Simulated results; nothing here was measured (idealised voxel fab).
Process module in this document: voxel self aligned vias
Each square cell in cross-section cut measures 5 nm, and the section as a whole is 225 nm wide.
In what follows, cross-sections appear as grids of square cells, described through bands that run from the top down, where every band is one or more rows of cells.
Band: top and bottom heights (nm) first, top before bottom; then materials from left to right, widths in nm. "all across" marks a sole material filling the band edge to edge. "empty" denotes empty space.
Heads up on the height convention: 0 is the point under which the incoming wafer is all one material, and the lowest band has no bottom, it just keeps going down, like "0 and below".
With a width like "30..40", each row of cells in the band differs from the next by the same amount, the top row carrying the first number and the bottom row the second.
No cell of the cross-section changed in a step that is given as "stayed the same".
The list in "Enclosed void entries" covers empty spaces of 8 cells or more that cannot reach the top through any open way, and it gives each as width x height at distance; the distance is from the left edge, and width, height and distance are in nm.
Heads up: the bit after the settings on a step's line is the simulator's remark on that step.
Regarding "overlay nm": on a step with a mask, it is the distance the mask lay to the right of its planned place; a negative value places it to the left.

-- So here's the lineup of process steps we planned
1) RECEIVE [material Si]
2) CONFORMAL_DEP [material SiO2] [thk nm 15]
3) CONFORMAL_DEP [material SiCN] [thk nm 5]
4) DIRECTIONAL_DEP [material SiO2] [thk nm 20]
5) DIRECTIONAL_DEP [material aC] [thk nm 10]
6) PATTERN [tone open] [mask id LINES] [material resist] [width nm 20] [pitch nm 45] [thk nm 30] [overlay nm 0]
7) DIRECTIONAL_ETCH [etch materials aC] [depth nm 10]
8) STRIP [etch materials resist]
9) DIRECTIONAL_ETCH [etch materials SiO2] [depth nm 20]
10) STRIP [etch materials aC]
11) CONFORMAL_DEP [material TiN] [thk nm 5]
12) FILL_DEP [material Ru] [thk nm 5]
13) CMP [height nm 40]
14) SELECTIVE_ETCH [etch materials W Ru TiN] [depth nm 10]
15) FILL_DEP [material SiN] [thk nm 10]
16) CMP [height nm 40]
17) DIRECTIONAL_DEP [material SiO2] [thk nm 20]
18) MASKED_ETCH [tone open] [mask id VIAS] [width nm 30] [pitch nm 90] [etch materials SiO2] [depth nm 20] [overlay nm 0]
19) MASKED_ETCH [tone open] [mask id VIAS] [width nm 30] [pitch nm 90] [etch materials SiN] [depth nm 10] [overlay nm 0]
20) CONFORMAL_DEP [material TiN] [thk nm 5]
21) FILL_DEP [material W] [thk nm 10]
22) CMP [height nm 60]
23) CONFORMAL_DEP [material SiCN] [thk nm 5]

-- As received (post step 1): cross-section
	0 and below  Si all across
	Enclosed void entries: none

-- First of two wafers at the end of the module, shown in cross-section; run carried out as planned
	65 down to 60  SiCN all across
	60 down to 45  50 SiO2; 5 TiN; 20 W; 5 TiN; 60 SiO2; 5 TiN; 20 W; 5 TiN; 55 SiO2
	45 down to 40  50 SiO2; 10 TiN; 10 W; 10 TiN; 60 SiO2; 10 TiN; 10 W; 10 TiN; 55 SiO2
	40 down to 35  55 SiO2; 5 TiN; 10 W; 5 TiN; 25 SiO2; 20 SiN; 25 SiO2; 5 TiN; 10 W; 5 TiN; 60 SiO2
	35 down to 30  55 SiO2; 20 TiN; 25 SiO2; 20 SiN; 25 SiO2; 20 TiN; 60 SiO2
	30 down to 25  55 SiO2; 5 TiN; 10 Ru; 5 TiN; 25 SiO2; 5 TiN; 10 Ru; 5 TiN; 25 SiO2; 5 TiN; 10 Ru; 5 TiN; 60 SiO2
	25 down to 20  55 SiO2; 20 TiN; 25 SiO2; 20 TiN; 25 SiO2; 20 TiN; 60 SiO2
	20 down to 15  SiCN all across
	15 down to 0  SiO2 all across
	0 and below  Si all across
	Enclosed void entries: none

-- Second wafer cross-section at end of module - shared start and plan with the first, one mistake in the run
	65 down to 60  SiCN all across
	60 down to 45  50 SiO2; 5 TiN; 20 W; 5 TiN; 60 SiO2; 5 TiN; 20 W; 5 TiN; 55 SiO2
	45 down to 40  50 SiO2; 30 TiN; 60 SiO2; 30 TiN; 55 SiO2
	40 down to 30  55 SiO2; 20 aC; 25 SiO2; 20 aC; 25 SiO2; 20 aC; 60 SiO2
	30 down to 25  55 SiO2; 5 TiN; 10 Ru; 5 TiN; 25 SiO2; 5 TiN; 10 Ru; 5 TiN; 25 SiO2; 5 TiN; 10 Ru; 5 TiN; 60 SiO2
	25 down to 20  55 SiO2; 20 TiN; 25 SiO2; 20 TiN; 25 SiO2; 20 TiN; 60 SiO2
	20 down to 15  SiCN all across
	15 down to 0  SiO2 all across
	0 and below  Si all across
	Enclosed void entries: none
Here's what went sideways: in deviation from the planned setting, step 15 was conducted as FILL_DEP [material aC] [thk nm 10]
Count the cells at the end and the second wafer has more or fewer of some materials than the first: SiN -8; TiN -8; W -8; aC +24
